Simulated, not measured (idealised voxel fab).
process module | voxel self aligned vias
cross-section cut | 285 nm wide | cells 5 nm
A cross-section is a grid of square cells, given in bands from the top down. A band is one or more rows of cells.
Each band's line starts with the height of the band's top and of its bottom, in nm. Then come its materials from left to right, each with its width in nm. One material with "throughout" fills the band from edge to edge. "air" is empty space.
Height 0 is the level under which the wafer as received is all one material. The lowest band goes on downwards, as in "0 down".
A width such as "30 to 40" changes by the same amount from each row of cells to the next, from the band's top row to its bottom row.
"no change" after a step means that no cell of the cross-section changed.
closed voids: empty space of 8 cells or more with no open way to the top, each as width x height at its distance from the left edge, in nm
after a step's settings: what the simulator itself notes on the step
overlay nm, on a step with a mask: how far to the right of its planned place the mask lay; to the left if negative
plan
1 op RECEIVE | material Si
2 op CONFORMAL_DEP | material SiO2 | thk nm 15
3 op CONFORMAL_DEP | material SiCN | thk nm 5
4 op DIRECTIONAL_DEP | material lowk | thk nm 30
5 op DIRECTIONAL_DEP | material aC | thk nm 10
6 op PATTERN | tone open | mask id LINES | material resist | width nm 20 | pitch nm 60 | thk nm 30 | overlay nm 0
7 op DIRECTIONAL_ETCH | etch materials aC | depth nm 10
8 op STRIP | etch materials resist
9 op DIRECTIONAL_ETCH | etch materials lowk | depth nm 30
10 op STRIP | etch materials aC
11 op CONFORMAL_DEP | material TiN | thk nm 5
12 op FILL_DEP | material W | thk nm 10
13 op CMP | height nm 50
14 op SELECTIVE_ETCH | etch materials W Ru TiN | depth nm 10
15 op FILL_DEP | material SiN | thk nm 10
16 op CMP | height nm 50
17 op DIRECTIONAL_DEP | material lowk | thk nm 15
18 op PATTERN | tone open | mask id VIAS | material resist | width nm 40 | thk nm 15 | overlay nm 0
19 op DIRECTIONAL_ETCH | etch materials lowk | depth nm 15
20 op DIRECTIONAL_ETCH | etch materials SiN | depth nm 10
21 op STRIP | etch materials resist
22 op CONFORMAL_DEP | material TiN | thk nm 5
23 op FILL_DEP | material W | thk nm 5
24 op CMP | height nm 65
25 op CONFORMAL_DEP | material SiN | thk nm 5
as received, after step 1
  0 down: Si throughout
  closed voids: none
a wafer at the end: this start, this plan, one mistake
  70 to 65: SiN throughout
  65 to 55: lowk 90 | TiN 5 | W 30 | TiN 5 | lowk 155
  55 to 50: lowk 90 | TiN 5 | W 10 | TiN 25 | lowk 155
  50 to 45: lowk 90 | TiN 5 | W 10 | TiN 5 | lowk 40 | SiN 20 | lowk 115
  45 to 40: lowk 90 | TiN 20 | lowk 40 | SiN 20 | lowk 115
  40 to 25: lowk 90 | TiN 5 | W 10 | TiN 5 | lowk 40 | TiN 5 | W 10 | TiN 5 | lowk 115
  25 to 20: lowk 90 | TiN 20 | lowk 40 | TiN 20 | lowk 115
  20 to 15: SiCN throughout
  15 to 0: SiO2 throughout
  0 down: Si throughout
  closed voids: none
what went wrong: step 6 ran as: op PATTERN | tone open | mask id LINES | material resist | width nm 20 | pitch nm 60 | thk nm 30 | overlay nm -10
